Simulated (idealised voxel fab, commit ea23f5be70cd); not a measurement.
process module | voxel double patterning
cross-section cut | 160 nm wide | cells 5 nm
A cross-section is a grid of square cells, given in bands from the top down. A band is one or more rows of cells.
Each band's line starts with the height of the band's top and of its bottom, in nm. Then come its materials from left to right, each with its width in nm. One material with "throughout" fills the band from edge to edge. "air" is empty space.
Height 0 is the level under which the wafer as received is all one material. The lowest band goes on downwards, as in "0 down".
A width such as "30 to 40" changes by the same amount from each row of cells to the next, from the band's top row to its bottom row.
"no change" after a step means that no cell of the cross-section changed.
closed voids: empty space of 8 cells or more with no open way to the top, each as width x height at its distance from the left edge, in nm
after a step's settings: what the simulator itself notes on the step
overlay nm, on a step with a mask: how far to the right of its planned place the mask lay; to the left if negative
plan
1 op RECEIVE | material Si
2 op CONFORMAL_DEP | material SiO2 | thk nm 10
3 op DIRECTIONAL_DEP | material W | thk nm 10
4 op DIRECTIONAL_DEP | material SiCN | thk nm 5
5 op DIRECTIONAL_DEP | material aC | thk nm 15
6 op PATTERN | tone open | mask id FIRST | material resist | width nm 15 | pitch nm 50 | thk nm 30 | overlay nm -5
7 op DIRECTIONAL_ETCH | etch materials aC | depth nm 15
8 op STRIP | etch materials resist
9 op DIRECTIONAL_ETCH | etch materials SiCN | depth nm 5
10 op STRIP | etch materials aC
11 op DIRECTIONAL_DEP | material aC | thk nm 10
12 op PATTERN | tone open | mask id SECOND | material resist | width nm 15 | pitch nm 50 | thk nm 30 | overlay nm 0
13 op DIRECTIONAL_ETCH | etch materials aC | depth nm 10
14 op STRIP | etch materials resist
15 op DIRECTIONAL_ETCH | etch materials SiCN | depth nm 5
16 op STRIP | etch materials aC
17 op DIRECTIONAL_ETCH | etch materials W | depth nm 10
18 op STRIP | etch materials SiCN
varied across the wafers: overlay nm of step 6. The plan shows the first wafer's value. All wafers start alike
first wafer as received, after step 1
  0 down: Si throughout
  closed voids: none
first wafer at the end, after step 18
  20 to 10: W 15 | air 15 | W 15 | air 15 | W 5 | air 15 | W 15 | air 15 | W 5 | air 15 | W 30
  10 to 0: SiO2 throughout
  0 down: Si throughout
  closed voids: none
last wafer at the end
  20 to 10: W 30 | air 30 | W 20 | air 30 | W 20 | air 15 | W 15
  10 to 0: SiO2 throughout
  0 down: Si throughout
  closed voids: none
each wafer at the end: cells of each material gained (+) or lost (-) since it was received, then its closed voids
overlay nm -5 | +64 SiO2 | +34 W | closed voids: none
overlay nm 0 | +64 SiO2 | +34 W | closed voids: none
overlay nm 5 | +64 SiO2 | +34 W | closed voids: none
overlay nm 10 | +64 SiO2 | +34 W | closed voids: none
